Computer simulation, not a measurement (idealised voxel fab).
You're looking at the process module voxel trench capacitor.
The width of the displayed cross-section, cut, is 225 nm; its cells are square, with a size of 5 nm.
Just so we're on the same page, the cross-sections are grids of square cells, and they're listed out in bands top to bottom, each band one or more rows deep. Top, bottom (nm), then materials left to right with widths (nm); lone material tagged "edge to edge" fills the whole band edge to edge; "blank" = empty space. Heights are expressed relative to 0, this being the level below which the as-received wafer comprises one material exclusively. The lowest band is unbounded in the downward direction and is denoted as in "top 0, no bottom". Top row gets the first number, bottom row gets the second, and each row in between changes by the same step: that is how a band width like "30..40" works. The designation "remained the same", where it is given for a processing step, indicates that no cell of the cross-section was altered in the course of that step. "Entrapped void list" - sealed voids, min. 8 cells, no opening to top; format: width x height at distance (distance from left edge; nm throughout). Past the settings on a step's line: simulator remark, on that step. "overlay nm" on a masked step: distance the mask lay right of its planned place, negative for left.

**Steps in the process plan**
- 1: RECEIVE,material Si
- 2: CONFORMAL_DEP,material SiN,thk nm 10
- 3: MASKED_ETCH,tone open,mask id TRENCH,width nm 15,pitch nm 45,etch materials SiN,depth nm 10,overlay nm 0
- 4: MASKED_ETCH,tone open,mask id TRENCH,width nm 15,pitch nm 45,etch materials Si,depth nm 40,overlay nm 0
- 5: CONFORMAL_DEP,material SiO2,thk nm 5
- 6: FILL_DEP,material polySi,thk nm 5
- 7: CMP,height nm 10

**as received, after step 1**
> top 0, no bottom = Si edge to edge
> Entrapped void list: none

**As-planned run: cross-section of the first of two wafers at end of module**
> top 10, bottom 0 = SiN=80; SiO2=5; polySi=5; SiO2=5; SiN=30; SiO2=5; polySi=5; SiO2=5; SiN=85
> top 0, bottom -35 = Si=80; SiO2=5; polySi=5; SiO2=5; Si=30; SiO2=5; polySi=5; SiO2=5; Si=85
> top -35, bottom -40 = Si=80; SiO2=15; Si=30; SiO2=15; Si=85
> top -40, no bottom = Si edge to edge
> Entrapped void list: none

**Second wafer through the module, sectioned at the end: same beginning and same plan as the first wafer, with one mistake in carrying it out**
> top 10, bottom 0 = SiN=80; SiO2=5; SiN=5; SiO2=5; SiN=30; SiO2=5; SiN=5; SiO2=5; SiN=85
> top 0, bottom -35 = Si=80; SiO2=5; SiN=5; SiO2=5; Si=30; SiO2=5; SiN=5; SiO2=5; Si=85
> top -35, bottom -40 = Si=80; SiO2=15; Si=30; SiO2=15; Si=85
> top -40, no bottom = Si edge to edge
> Entrapped void list: none
In executing the process, a mistake was made relative to the plan: step 6: run off-plan, actual operation and settings FILL_DEP,material SiN,thk nm 5
at the end the second wafer has, in cells: +18 SiN | -18 polySi
